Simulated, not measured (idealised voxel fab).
The following is a process module called voxel gate over fins.
Cross-section cut spans 145 nm and uses square cells 5 nm in size.
Square cells in a grid make up a cross-section in this document, and the grid is given as bands, listed from the top down, each one or more rows of cells. For a band, the entry starts with two heights in nm, that of the top and then that of the bottom, and carries on with the band's materials in order from left to right, each alongside its width in nm; the word "throughout" beside a single material means it fills the band edge to edge, and "air" means empty space. Heights are measured from 0, the level below which the as-received wafer is all one material; the lowest band has no bottom and continues downward, written as in "0 nm and below". Width "30 to 40": first value at the band's top row of cells, second value at its bottom row, equal change from row to row. Any step labelled "same as before" changed none of the cells in the cross-section. Any empty space of 8 cells or more lacking an open way to the top shows up in "Closed internal cavities" as width x height at distance, distance from the left edge, in nm. Post-settings text on a step line: simulator's own remark regarding the step. When a step includes a mask, the "overlay nm" setting on its line states how far to the right of its planned place that mask lay, and negative values state how far to the left.
# Listed below are the process steps as planned
1. RECEIVE | material Si
2. CONFORMAL_DEP | material SiN | thk nm 10
3. MASKED_ETCH | tone cover | mask id FINS | width nm 15 | pitch nm 45 | etch materials SiN | depth nm 10 | overlay nm 0
4. MASKED_ETCH | tone cover | mask id FINS | width nm 15 | pitch nm 45 | etch materials Si | depth nm 35 | overlay nm 0
5. OXIDIZE | depth nm 5
6. FILL_DEP | material SiO2 | thk nm 10
7. CMP | height nm 10
8. SELECTIVE_ETCH | etch materials SiO2 | depth nm 25
9. STRIP | etch materials SiN
10. CONFORMAL_DEP | material HfO2 | thk nm 5
11. CONFORMAL_DEP | material TiN | thk nm 5
12. CONFORMAL_DEP | material TiAl | thk nm 5
13. CONFORMAL_DEP | material TiN | thk nm 5
14. FILL_DEP | material W | thk nm 10
15. CMP | height nm 25
16. CONFORMAL_DEP | material SiCN | thk nm 10
# The cross-section here shows the wafer as received, i.e. in its state after step 1
    0 nm and below | Si throughout
    Closed internal cavities: none
# Module complete, cross-section. Starting point and plan per above. One mistake made in running the module
    35 nm to 25 nm | SiCN throughout
    25 nm to 20 nm | W throughout
    20 nm to 15 nm | 5 of W / 135 of TiN / 5 of W
    15 nm to 10 nm | 5 of W / 5 of TiN / 35 of TiAl / 10 of TiN / 35 of TiAl / 10 of TiN / 35 of TiAl / 5 of TiN / 5 of W
    10 nm to 5 nm | 5 of W / 5 of TiN / 5 of TiAl / 25 of TiN / 5 of TiAl / 10 of TiN / 5 of TiAl / 25 of TiN / 5 of TiAl / 10 of TiN / 5 of TiAl / 25 of TiN / 5 of TiAl / 5 of TiN / 5 of W
    5 nm to 0 nm | 5 of W / 5 of TiN / 5 of TiAl / 5 of TiN / 15 of HfO2 / 5 of TiN / 5 of TiAl / 10 of TiN / 5 of TiAl / 5 of TiN / 15 of HfO2 / 5 of TiN / 5 of TiAl / 10 of TiN / 5 of TiAl / 5 of TiN / 15 of HfO2 / 5 of TiN / 5 of TiAl / 5 of TiN / 5 of W
    0 nm to -20 nm | 5 of W / 5 of TiN / 5 of TiAl / 5 of TiN / 5 of HfO2 / 5 of Si / 5 of HfO2 / 5 of TiN / 5 of TiAl / 10 of TiN / 5 of TiAl / 5 of TiN / 5 of HfO2 / 5 of Si / 5 of HfO2 / 5 of TiN / 5 of TiAl / 10 of TiN / 5 of TiAl / 5 of TiN / 5 of HfO2 / 5 of Si / 5 of HfO2 / 5 of TiN / 5 of TiAl / 5 of TiN / 5 of W
    -20 nm to -25 nm | 10 of TiN / 5 of TiAl / 5 of TiN / 5 of HfO2 / 5 of Si / 5 of HfO2 / 5 of TiN / 5 of TiAl / 10 of TiN / 5 of TiAl / 5 of TiN / 5 of HfO2 / 5 of Si / 5 of HfO2 / 5 of TiN / 5 of TiAl / 10 of TiN / 5 of TiAl / 5 of TiN / 5 of HfO2 / 5 of Si / 5 of HfO2 / 5 of TiN / 5 of TiAl / 10 of TiN
    -25 nm to -30 nm | 15 of TiAl / 5 of TiN / 5 of HfO2 / 5 of Si / 5 of HfO2 / 5 of TiN / 20 of TiAl / 5 of TiN / 5 of HfO2 / 5 of Si / 5 of HfO2 / 5 of TiN / 20 of TiAl / 5 of TiN / 5 of HfO2 / 5 of Si / 5 of HfO2 / 5 of TiN / 15 of TiAl
    -30 nm to -35 nm | 20 of TiN / 5 of HfO2 / 5 of Si / 5 of HfO2 / 30 of TiN / 5 of HfO2 / 5 of Si / 5 of HfO2 / 30 of TiN / 5 of HfO2 / 5 of Si / 5 of HfO2 / 20 of TiN
    -35 nm to -40 nm | 25 of HfO2 / 5 of Si / 40 of HfO2 / 5 of Si / 40 of HfO2 / 5 of Si / 25 of HfO2
    -40 nm and below | Si throughout
    Closed internal cavities: none
Here's what went sideways: twice over, step 8 of the plan was run
